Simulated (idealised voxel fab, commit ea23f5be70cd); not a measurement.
This is a process module. Its name is voxel double patterning.
FYI the section here is cut, 160 nm wide, cells are 5 nm squares.
Cross-section = grid of square cells, listed top down in bands; band = one or more rows. Top height, bottom height, nm. Materials left to right, width each, nm. Single material + "throughout" = fills band edge to edge. "empty" = empty. Measure heights from 0. That's the level where, below it, the as-received wafer is all one material. The lowest band is bottomless and extends downward; write it as in "0 nm and below". A width such as "30..40" changes by the same amount from each row of cells to the next, from the band's top row to its bottom row. "no modification" for a step: no cell of the cross-section changed in that step. Entry "Enclosed cavity list" = empty spaces >= 8 cells with no open way to the top; each as width x height at distance, distance from left edge, all nm. That trailing text on a step's line, after the settings, is the simulator's own remark on the step. Regarding "overlay nm": on a step with a mask, it is the distance the mask lay to the right of its planned place; a negative value places it to the left.
**Process steps - plan**
1 RECEIVE with material Si
2 CONFORMAL_DEP with material SiO2, thk nm 10
3 DIRECTIONAL_DEP with material W, thk nm 10
4 DIRECTIONAL_DEP with material SiCN, thk nm 5
5 DIRECTIONAL_DEP with material aC, thk nm 15
6 PATTERN with tone open, mask id FIRST, material resist, width nm 15, pitch nm 50, thk nm 30, overlay nm 0
7 DIRECTIONAL_ETCH with etch materials aC, depth nm 15
8 STRIP with etch materials resist
9 DIRECTIONAL_ETCH with etch materials SiCN, depth nm 5
10 STRIP with etch materials aC
11 DIRECTIONAL_DEP with material aC, thk nm 10
12 PATTERN with tone open, mask id SECOND, material resist, width nm 15, pitch nm 50, thk nm 30, overlay nm 0
13 DIRECTIONAL_ETCH with etch materials aC, depth nm 10
14 STRIP with etch materials resist
15 DIRECTIONAL_ETCH with etch materials SiCN, depth nm 5
16 STRIP with etch materials aC
17 DIRECTIONAL_ETCH with etch materials W, depth nm 10
18 STRIP with etch materials SiCN
**So this is the incoming wafer in cross-section - it's already been through step 1**
	0 nm and below | Si throughout
	Enclosed cavity list: none
**Look at the cross-section after the module: the wafer started out the way shown above and the plan was the one shown above, yet one mistake was made along the way**
	20 nm to 10 nm | W=20, then empty=20, then W=5, then empty=15, then W=10, then empty=20, then W=5, then empty=15, then W=10, then empty=20, then W=20
	10 nm to 0 nm | SiO2 throughout
	0 nm and below | Si throughout
	Enclosed cavity list: none
Plan not followed: rather than as planned, step 6 actually ran as PATTERN with tone open, mask id FIRST, material resist, width nm 20, pitch nm 50, thk nm 30, overlay nm 0
